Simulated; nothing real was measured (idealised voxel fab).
A process module follows: voxel gate over fins.
The cross-section on display is named cut; it measures 260 nm wide, and its cells are 5 nm squares.
A cross-section is a grid of square cells, given in bands from the top down. A band is one or more rows of cells. Read a band's entry like this: the first values are the height of its top and the height of its bottom in nm, and what follows is the sequence of materials from left to right, each with its width in nm. Note that "empty" is empty space, and that a single material marked "all across" reaches across the band from edge to edge. Height datum 0, below which the as-received substrate wafer is one material. Lowest band open at the bottom, running downward: "from 0 down". The width entry "30..40" should be interpreted row by row: the top row of cells in the band takes the first number, the bottom row takes the second number, and the change between adjacent rows is uniform throughout. For the purposes of this document, the phrase "no modification" attached to a step denotes that no cell within the cross-section was modified by that step. "Closed void register" means: voids of 8 cells or more that are shut off from the top with no open way through. Written width x height at distance, distance from the left edge, in nm. Step line, after settings: the simulator's comment on this step. "overlay nm" on a masked step: distance the mask lay right of its planned place, negative for left.
# Planned process steps
1: RECEIVE (material Si)
2: CONFORMAL_DEP (material SiN; thk nm 10)
3: DIRECTIONAL_DEP (material aC; thk nm 10)
4: PATTERN (tone cover; mask id FINS; material resist; width nm 15; pitch nm 40; thk nm 30; overlay nm 0)
5: DIRECTIONAL_ETCH (etch materials aC; depth nm 10)
6: STRIP (etch materials resist)
7: DIRECTIONAL_ETCH (etch materials SiN; depth nm 10)
8: DIRECTIONAL_ETCH (etch materials Si; depth nm 30)
9: STRIP (etch materials aC)
10: FILL_DEP (material SiO2; thk nm 5)
11: CMP (height nm 10)
12: SELECTIVE_ETCH (etch materials SiO2; depth nm 25)
13: STRIP (etch materials SiN)
14: CONFORMAL_DEP (material HfO2; thk nm 5)
15: CONFORMAL_DEP (material TiN; thk nm 5)
16: CONFORMAL_DEP (material TiAl; thk nm 5)
17: CONFORMAL_DEP (material TiN; thk nm 5)
18: FILL_DEP (material W; thk nm 10)
19: CMP (height nm 25)
20: CONFORMAL_DEP (material SiCN; thk nm 10)
# This is the cross-section of the wafer as we received it, i.e. after step 1
* from 0 down = Si all across
* Closed void register: none
# Final wafer profile in cross-section after the module, from the same start and plan as above, with one mistake made during processing
* from 35 to 25 = SiCN all across
* from 25 to 20 = W all across
* from 20 to 15 = W 80  TiN 95  W 85
* from 15 to 10 = W 80  TiN 5  TiAl 85  TiN 5  W 85
* from 10 to 5 = W 80  TiN 5  TiAl 5  TiN 35  TiAl 5  TiN 35  TiAl 5  TiN 5  W 85
* from 5 to 0 = TiN 85  TiAl 5  TiN 5  HfO2 25  TiN 5  TiAl 5  TiN 5  HfO2 25  TiN 5  TiAl 5  TiN 90
* from 0 to -5 = TiAl 90  TiN 5  HfO2 5  Si 15  HfO2 5  TiN 5  TiAl 5  TiN 5  HfO2 5  Si 15  HfO2 5  TiN 5  TiAl 95
* from -5 to -10 = TiN 95  HfO2 5  Si 15  HfO2 5  TiN 15  HfO2 5  Si 15  HfO2 5  TiN 100
* from -10 to -15 = HfO2 100  Si 15  HfO2 25  Si 15  HfO2 105
* from -15 to -60 = SiO2 100  Si 15  SiO2 25  Si 15  SiO2 105
* from -60 down = Si all across
* Closed void register: none
The mistake made against the process plan was this: step 8 of the plan was performed twice
